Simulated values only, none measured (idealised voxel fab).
Documented hereafter: the process module known as voxel spacer lines.
FYI the section here is cut, 225 nm wide, cells are 5 nm squares.
A cross-section is a grid of square cells, given in bands from the top down. A band is one or more rows of cells.
Within each band entry, the heights of the top and of the bottom of the band appear first, in that order and in nm; the materials of the band then follow from left to right, each with its corresponding width in nm. The designation "full width" on a single material indicates that it fills the band from edge to edge; the designation "blank" indicates empty space.
Height reference: 0 = level under which incoming wafer is all one material. Lowest band: no bottom, runs on downward, e.g. "0 and below".
Graded width ("30..40"): value in top row of band = first number; value in bottom row = second number; row-to-row change constant.
You'll sometimes find "same as before" written for a step, and that's the way of saying that nowhere in the cross-section did a cell change during that step.
Under "Tabulated closed voids" you'll find the enclosed gaps, the ones with no way out to the top, that are 8 cells or bigger; each reads width x height at distance, with distance counted from the left edge, everything in nm.
Heads up: the bit after the settings on a step's line is the simulator's remark on that step.
The setting "overlay nm" may be written on the line of a step. When the step uses a mask, the value reports how far to the right of the planned place the mask lay, and a negative value reports that it lay to the left.

# Steps in the process plan
1,RECEIVE: material Si
2,CONFORMAL_DEP: material SiO2, thk nm 5
3,DIRECTIONAL_DEP: material TiN, thk nm 20
4,DIRECTIONAL_DEP: material polySi, thk nm 25
5,PATTERN: tone cover, mask id MANDREL, material resist, width nm 15, pitch nm 50, thk nm 35, overlay nm 0
6,DIRECTIONAL_ETCH: etch materials polySi, depth nm 25
7,STRIP: etch materials resist
8,CONFORMAL_DEP: material SiN, thk nm 10
9,DIRECTIONAL_ETCH: etch materials SiN, depth nm 10
10,STRIP: etch materials polySi
11,DIRECTIONAL_ETCH: etch materials TiN, depth nm 20
12,STRIP: etch materials SiN
It is noted that the wafers described herein are identical at the outset and are distinguished by the width nm of step 5; the value stated in the plan corresponds to the first wafer.

# After step 1, as received: first of several wafers, cross-section
* 0 and below | Si full width
* Tabulated closed voids: none

# Module finished, last step 12 done: cross-section of the first of several wafers
* 25 down to 5 | 45 nm blank, 10 nm TiN, 15 nm blank, 10 nm TiN, 15 nm blank, 10 nm TiN, 15 nm blank, 10 nm TiN, 15 nm blank, 10 nm TiN, 15 nm blank, 10 nm TiN, 45 nm blank
* 5 down to 0 | SiO2 full width
* 0 and below | Si full width
* Tabulated closed voids: none

# Showing the last wafer in cross-section at the end of the module
* 25 down to 5 | 40 nm blank, 10 nm TiN, 30 nm blank, 20 nm TiN, 30 nm blank, 20 nm TiN, 30 nm blank, 10 nm TiN, 35 nm blank
* 5 down to 0 | SiO2 full width
* 0 and below | Si full width
* Tabulated closed voids: none

# Quick key for the table: a row per wafer, taken at the end of the module. For each material it tells you how many cells the wafer gained (+) or lost (-) since it came in, and the closed voids come after
width nm 15; +45 SiO2; +48 TiN; Tabulated closed voids: none
width nm 20; +45 SiO2; +48 TiN; Tabulated closed voids: none
width nm 25; +45 SiO2; +48 TiN; Tabulated closed voids: none
width nm 30; +45 SiO2; +48 TiN; Tabulated closed voids: none
